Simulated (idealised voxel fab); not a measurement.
voxel self aligned vias: a process module
Section shown: cut. Width: 250 nm. Cell size: 5 nm, square.
Format of a cross-section: grid, square cells. Given as bands. Order: top down. Band: one or more rows of cells.
A band entry consists of two parts. The first gives the height of the band's top and the height of its bottom, in nm. The rest lists the band's materials from left to right, each with its width in nm. A single material labelled with the word "throughout" fills the band from edge to edge, and the word "air" marks empty space.
The reference from which all heights are counted is 0, the level beneath which the as-received wafer is entirely one material; the lowest band, having no lower bound, proceeds downward and is written after the example "z 0 and below".
The expression "30 to 40" gives the width at the extremes of the band, the first number at its top row of cells and the second at its bottom row, with the width changing by equal amounts from each row to the next in between.
"no change occurred" for a step: no cell of the cross-section changed in that step.
Basically, "Unvented cavities" tells you about the enclosed voids: empty spaces with no open way to the top, 8 cells or bigger, each written width x height at distance, where distance is from the left edge, all in nm.
What comes after the settings on a step's line is commentary from the simulator itself on that step.
overlay nm: for a step with a mask, the amount by which the mask lay right of where it was planned; a negative amount means left of it.

Set out below are the planned steps of the process
1: RECEIVE [material Si]
2: CONFORMAL_DEP [material SiO2] [thk nm 15]
3: CONFORMAL_DEP [material SiCN] [thk nm 5]
4: DIRECTIONAL_DEP [material SiO2] [thk nm 30]
5: PATTERN [tone open] [mask id LINES] [material resist] [width nm 30] [pitch nm 65] [thk nm 15] [overlay nm 0]
6: DIRECTIONAL_ETCH [etch materials SiO2] [depth nm 30]
7: STRIP [etch materials resist]
8: CONFORMAL_DEP [material TiN] [thk nm 5]
9: FILL_DEP [material Ru] [thk nm 5]
10: CMP [height nm 50]
11: SELECTIVE_ETCH [etch materials W Ru TiN] [depth nm 5]
12: FILL_DEP [material SiN] [thk nm 10]
13: CMP [height nm 50]
14: DIRECTIONAL_DEP [material SiO2] [thk nm 15]
15: MASKED_ETCH [tone open] [mask id VIAS] [width nm 50] [pitch nm 65] [etch materials SiO2] [depth nm 15] [overlay nm 0]
16: MASKED_ETCH [tone open] [mask id VIAS] [width nm 50] [pitch nm 65] [etch materials SiN] [depth nm 5] [overlay nm 0]
17: CONFORMAL_DEP [material TiN] [thk nm 5]
18: FILL_DEP [material W] [thk nm 10]
19: CMP [height nm 65]
20: CONFORMAL_DEP [material SiN] [thk nm 5]

Step 1 complete: cross-section of the wafer as received
    z 0 and below = Si throughout
    Unvented cavities: none

Post-module cross-section: identical start and plan to those above, one misstep in execution
    z 85 to 80 = SiN throughout
    z 80 to 70 = W throughout
    z 70 to 65 = 70 TiN  40 W  25 TiN  40 W  75 TiN
    z 65 to 55 = 65 SiO2  5 TiN  40 W  5 TiN  15 SiO2  5 TiN  40 W  5 TiN  70 SiO2
    z 55 to 50 = 65 SiO2  15 TiN  20 W  15 TiN  15 SiO2  15 TiN  20 W  15 TiN  70 SiO2
    z 50 to 45 = 75 SiO2  30 TiN  35 SiO2  30 TiN  80 SiO2
    z 45 to 25 = 75 SiO2  5 TiN  20 Ru  5 TiN  35 SiO2  5 TiN  20 Ru  5 TiN  80 SiO2
    z 25 to 20 = 75 SiO2  30 TiN  35 SiO2  30 TiN  80 SiO2
    z 20 to 15 = SiCN throughout
    z 15 to 0 = SiO2 throughout
    z 0 and below = Si throughout
    Unvented cavities: none
So what did we get wrong on this run? skipped: plan step 19 (never run)
